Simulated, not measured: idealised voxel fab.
voxel transistor to metal: a process module
Section cut is 150 nm wide and gridded with 5 nm square cells.
Cross-sections here: square-cell grids, written as top-down lists of bands, a band being one or more rows of cells.
What a band's entry tells you: where the top is and where the bottom is, as heights in nm, and after that what lies inside, material by material from left to right, each with its width in nm. Empty space is written as the word "air", and a single material marked with the word "all across" occupies the band from edge to edge.
For the purposes of this specification, 0 denotes the height below which the wafer in its as-received condition is composed wholly of one material, and the lowermost band, lacking a lower limit, extends downward without end, as expressed in "0 down".
With a width like "30->40", each row of cells in the band differs from the next by the same amount, the top row carrying the first number and the bottom row the second.
Step note "left unchanged" = no cross-section cell changed.
"Closed void roster" means: voids of 8 cells or more that are shut off from the top with no open way through. Written width x height at distance, distance from the left edge, in nm.
If you see something after the settings on a step's line, that's the simulator's own remark about that step.
overlay nm: where the mask lay relative to plan, measured to the right, on steps with a mask; negatives go left.
SO HERE'S THE LINEUP OF PROCESS STEPS WE PLANNED
1. RECEIVE (material Si)
2. OXIDIZE (depth nm 5)
3. CONFORMAL_DEP (material SiN; thk nm 10)
4. MASKED_ETCH (tone cover; mask id ACTIVE; width nm 95; etch materials SiN; depth nm 10; overlay nm 0)
5. MASKED_ETCH (tone cover; mask id ACTIVE; width nm 95; etch materials SiO2; depth nm 5; overlay nm 0)
6. MASKED_ETCH (tone cover; mask id ACTIVE; width nm 95; etch materials Si; depth nm 25; overlay nm 0)
7. FILL_DEP (material SiO2; thk nm 15)
8. CMP (height nm 10)
9. SELECTIVE_ETCH (etch materials SiO2; depth nm 10)
10. STRIP (etch materials SiN)
11. SELECTIVE_ETCH (etch materials SiO2; depth nm 5)
12. OXIDIZE (depth nm 5)
13. DIRECTIONAL_DEP (material polySi; thk nm 25)
14. DIRECTIONAL_DEP (material SiCN; thk nm 15)
15. PATTERN (tone cover; mask id GATE; material resist; width nm 25; thk nm 20; overlay nm 0)
16. DIRECTIONAL_ETCH (etch materials SiCN; depth nm 25)
17. DIRECTIONAL_ETCH (etch materials polySi; depth nm 35)
18. STRIP (etch materials resist)
19. CONFORMAL_DEP (material SiO2; thk nm 5)
20. DIRECTIONAL_ETCH (etch materials SiO2; depth nm 5)
21. CONFORMAL_DEP (material SiN; thk nm 5)
22. DIRECTIONAL_ETCH (etch materials SiN; depth nm 5)
23. DIRECTIONAL_ETCH (etch materials SiO2; depth nm 5)
24. DIRECTIONAL_ETCH (etch materials Si; depth nm 10)
25. EPI (material SiGe; thk nm 10)
26. FILL_DEP (material SiO2; thk nm 10)
27. CMP (height nm 35)
28. DIRECTIONAL_DEP (material SiO2; thk nm 10)
29. MASKED_ETCH (tone open; mask id CONTACT; width nm 25; pitch nm 60; etch materials SiO2; depth nm 55; overlay nm 0)
30. CONFORMAL_DEP (material TiN; thk nm 5)
31. FILL_DEP (material Ru; thk nm 5)
32. CMP (height nm 45)
33. DIRECTIONAL_DEP (material TiN; thk nm 5)
34. DIRECTIONAL_DEP (material Ru; thk nm 20)
35. PATTERN (tone cover; mask id METAL_1; material resist; width nm 15; pitch nm 70; thk nm 20; overlay nm 0)
36. DIRECTIONAL_ETCH (etch materials Ru; depth nm 20)
37. DIRECTIONAL_ETCH (etch materials TiN; depth nm 5)
38. STRIP (etch materials resist)
39. CONFORMAL_DEP (material SiN; thk nm 5)
40. FILL_DEP (material SiO2; thk nm 5)
41. CMP (height nm 70)
42. CONFORMAL_DEP (material SiN; thk nm 5)
SO THIS IS THE INCOMING WAFER IN CROSS-SECTION - IT'S ALREADY BEEN THROUGH STEP 1
- 0 down = Si all across
- Closed void roster: none
MODULE COMPLETE - CROSS-SECTION OF THE FIRST OF TWO WAFERS, RUN ACCORDING TO PLAN
- 75 to 70 = SiN all across
- 70 to 50 = SiO2 25 nm, then SiN 5 nm, then Ru 15 nm, then SiN 5 nm, then SiO2 45 nm, then SiN 5 nm, then Ru 15 nm, then SiN 5 nm, then SiO2 30 nm
- 50 to 45 = SiN 30 nm, then TiN 15 nm, then SiN 55 nm, then TiN 15 nm, then SiN 35 nm
- 45 to 35 = SiO2 30 nm, then TiN 5 nm, then Ru 15->10 nm, then TiN 5->10 nm, then SiO2 35 nm, then TiN 5->10 nm, then Ru 15->10 nm, then TiN 5 nm, then SiO2 35 nm
- 35 to 20 = SiO2 30 nm, then TiN 5 nm, then Ru 10 nm, then TiN 5 nm, then SiN 5 nm, then SiO2 5 nm, then SiCN 25 nm, then SiO2 5 nm, then SiN 5 nm, then TiN 5 nm, then Ru 10 nm, then TiN 5 nm, then SiO2 35 nm
- 20 to 5 = SiO2 30 nm, then TiN 5 nm, then Ru 10 nm, then TiN 5 nm, then SiN 5 nm, then SiO2 5 nm, then polySi 25 nm, then SiO2 5 nm, then SiN 5 nm, then TiN 5 nm, then Ru 10 nm, then TiN 5 nm, then SiO2 35 nm
- 5 to 0 = SiO2 30 nm, then TiN 20 nm, then SiN 5 nm, then SiO2 5 nm, then polySi 25 nm, then SiO2 5 nm, then SiN 5 nm, then TiN 20 nm, then SiO2 35 nm
- 0 to -5 = SiO2 30 nm, then TiN 10 nm, then SiGe 10 nm, then SiN 5 nm, then SiO2 5 nm, then polySi 25 nm, then SiO2 5 nm, then SiN 5 nm, then SiGe 10 nm, then TiN 10 nm, then SiO2 35 nm
- -5 to -10 = SiO2 30 nm, then TiN 10 nm, then SiGe 10 nm, then SiO2 45 nm, then SiGe 10 nm, then TiN 10 nm, then SiO2 35 nm
- -10 to -20 = SiO2 25 nm, then SiGe 25 nm, then Si 45 nm, then SiGe 25 nm, then SiO2 30 nm
- -20 to -30 = SiO2 25 nm, then Si 95 nm, then SiO2 30 nm
- -30 down = Si all across
- Closed void roster: none
CROSS-SECTIONAL VIEW OF THE SECOND OF TWO WAFERS UPON COMPLETION OF THE MODULE. THIS WAFER SHARED ITS STARTING CONDITION AND PROCESS PLAN WITH THE FIRST; ONE ERROR WAS MADE DURING ITS EXECUTION
- 75 to 70 = SiN all across
- 70 to 50 = SiO2 25 nm, then SiN 5 nm, then Ru 15 nm, then SiN 5 nm, then SiO2 45 nm, then SiN 5 nm, then Ru 15 nm, then SiN 5 nm, then SiO2 30 nm
- 50 to 45 = SiN 30 nm, then TiN 15 nm, then SiN 55 nm, then TiN 15 nm, then SiN 35 nm
- 45 to 35 = SiO2 30 nm, then TiN 5 nm, then Ru 15->10 nm, then TiN 5->10 nm, then SiO2 35 nm, then TiN 5->10 nm, then Ru 15->10 nm, then TiN 5 nm, then SiO2 35 nm
- 35 to 25 = SiO2 30 nm, then TiN 5 nm, then Ru 10 nm, then TiN 5 nm, then SiN 5 nm, then SiO2 5 nm, then SiCN 25 nm, then SiO2 5 nm, then SiN 5 nm, then TiN 5 nm, then Ru 10 nm, then TiN 5 nm, then SiO2 35 nm
- 25 to 10 = SiO2 30 nm, then TiN 5 nm, then Ru 10 nm, then TiN 5 nm, then SiN 5 nm, then SiO2 5 nm, then polySi 25 nm, then SiO2 5 nm, then SiN 5 nm, then TiN 5 nm, then Ru 10 nm, then TiN 5 nm, then SiO2 35 nm
- 10 to 5 = SiO2 30 nm, then TiN 20 nm, then SiN 5 nm, then SiO2 5 nm, then polySi 25 nm, then SiO2 5 nm, then SiN 5 nm, then TiN 20 nm, then SiO2 35 nm
- 5 to 0 = SiO2 30 nm, then TiN 10 nm, then SiGe 10 nm, then SiN 5 nm, then SiO2 5 nm, then polySi 25 nm, then SiO2 5 nm, then SiN 5 nm, then SiGe 10 nm, then TiN 10 nm, then SiO2 35 nm
- 0 to -5 = SiO2 20 nm, then SiN 5 nm, then SiO2 5 nm, then SiGe 20 nm, then SiO2 45 nm, then SiGe 20 nm, then SiO2 5 nm, then SiN 5 nm, then SiO2 25 nm
- -5 to -10 = SiO2 35 nm, then SiGe 15 nm, then Si 45 nm, then SiGe 15 nm, then SiO2 40 nm
- -10 to -15 = SiO2 25 nm, then Si 10 nm, then SiGe 15 nm, then Si 45 nm, then SiGe 15 nm, then Si 10 nm, then SiO2 30 nm
- -15 to -30 = SiO2 25 nm, then Si 95 nm, then SiO2 30 nm
- -30 down = Si all across
- Closed void roster: none
Misprocessing identified: steps 10 and 11 of the plan were run in the wrong order, each in the other's place
Per the end-of-run cell counts, the second wafer holds more or fewer of some materials than the first: -4 Ru, +23 Si, -5 SiCN, -4 SiGe, -2 SiO2, -8 TiN
